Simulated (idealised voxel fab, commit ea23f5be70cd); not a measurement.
The document below concerns the process module designated voxel released beams.
Cross-section cut: width 240 nm, square cells of 5 nm.
In what follows, cross-sections appear as grids of square cells, described through bands that run from the top down, where every band is one or more rows of cells.
Read a band's entry like this: the first values are the height of its top and the height of its bottom in nm, and what follows is the sequence of materials from left to right, each with its width in nm. Note that "empty" is empty space, and that a single material marked "everywhere" reaches across the band from edge to edge.
Counting heights begins at 0, where everything beneath is, in the wafer as received, one material. The lowest band has no bottom; it goes on downwards, as "0 down" shows.
So if you see something like "30..40" for the width, read it as the top row of the band sitting at the first number and the bottom row at the second, with every row in between moving by the same amount as the last.
Reading "no modifications" for a step: not a cell of the cross-section changed in it.
"Internal closed voids": empty spaces of 8 cells or more with no open way to the top, each given as width x height at distance, distance from the left edge, all in nm.
Read whatever lies past the settings on a step's line as the simulator's own remark about the step.
"overlay nm" on a masked step: distance the mask lay right of its planned place, negative for left.
INTENDED PROCESS STEPS
| 1 | RECEIVE [material Si] |
| 2 | CONFORMAL_DEP [material SiN] [thk nm 5] |
| 3 | DIRECTIONAL_DEP [material SiO2] [thk nm 15] |
| 4 | PATTERN [tone open] [mask id ANCHOR] [material resist] [width nm 40] [thk nm 15] [overlay nm 0] |
| 5 | DIRECTIONAL_ETCH [etch materials SiO2] [depth nm 15] |
| 6 | STRIP [etch materials resist] |
| 7 | CONFORMAL_DEP [material TiN] [thk nm 5] |
| 8 | MASKED_ETCH [tone cover] [mask id BEAM] [width nm 85] [etch materials TiN] [depth nm 15] [overlay nm 0] |
| 9 | STRIP [etch materials SiO2] |
The thk nm used in step 7 is not the same on every wafer, whereas the starting condition is; the value printed in the plan is the first wafer's.
INCOMING STATE OF THE FIRST OF SEVERAL WAFERS IN CROSS-SECTION: AFTER STEP 1
> 0 down: Si everywhere
> Internal closed voids: none
AFTER THE MODULE'S FINAL STEP, STEP 9: THE FIRST OF SEVERAL WAFERS IN CROSS-SECTION
> 25 to 20: empty: 75 | TiN: 10 | empty: 30 | TiN: 45 | empty: 80
> 20 to 10: empty: 80 | TiN: 5 | empty: 30 | TiN: 5 | empty: 120
> 10 to 5: empty: 80 | TiN: 40 | empty: 120
> 5 to 0: SiN everywhere
> 0 down: Si everywhere
> Internal closed voids: none
CROSS-SECTION OF THE FINAL WAFER AMONG SEVERAL, TAKEN AT THE END OF THE MODULE
> 50 to 35: empty: 75 | TiN: 85 | empty: 80
> 35 to 20: TiN everywhere
> 20 to 5: SiO2: 80 | TiN: 40 | SiO2: 120
> 5 to 0: SiN everywhere
> 0 down: Si everywhere
> Internal closed voids: none
EACH ROW BELOW IS A WAFER AT THE END OF THE MODULE, LISTING FOR EVERY MATERIAL THE NUMBER OF CELLS IT HAS GAINED (+) OR LOST (-) SINCE IT WAS RECEIVED, FOLLOWED BY ITS CLOSED VOIDS
thk nm 5; +48 SiN; +23 TiN; Internal closed voids: none
thk nm 10; +48 SiN; +46 TiN; Internal closed voids: none
thk nm 15; +48 SiN; +69 TiN; Internal closed voids: none
thk nm 20; +48 SiN; +120 SiO2; +123 TiN; Internal closed voids: none
thk nm 25; +48 SiN; +120 SiO2; +171 TiN; Internal closed voids: none
thk nm 30; +48 SiN; +120 SiO2; +219 TiN; Internal closed voids: none
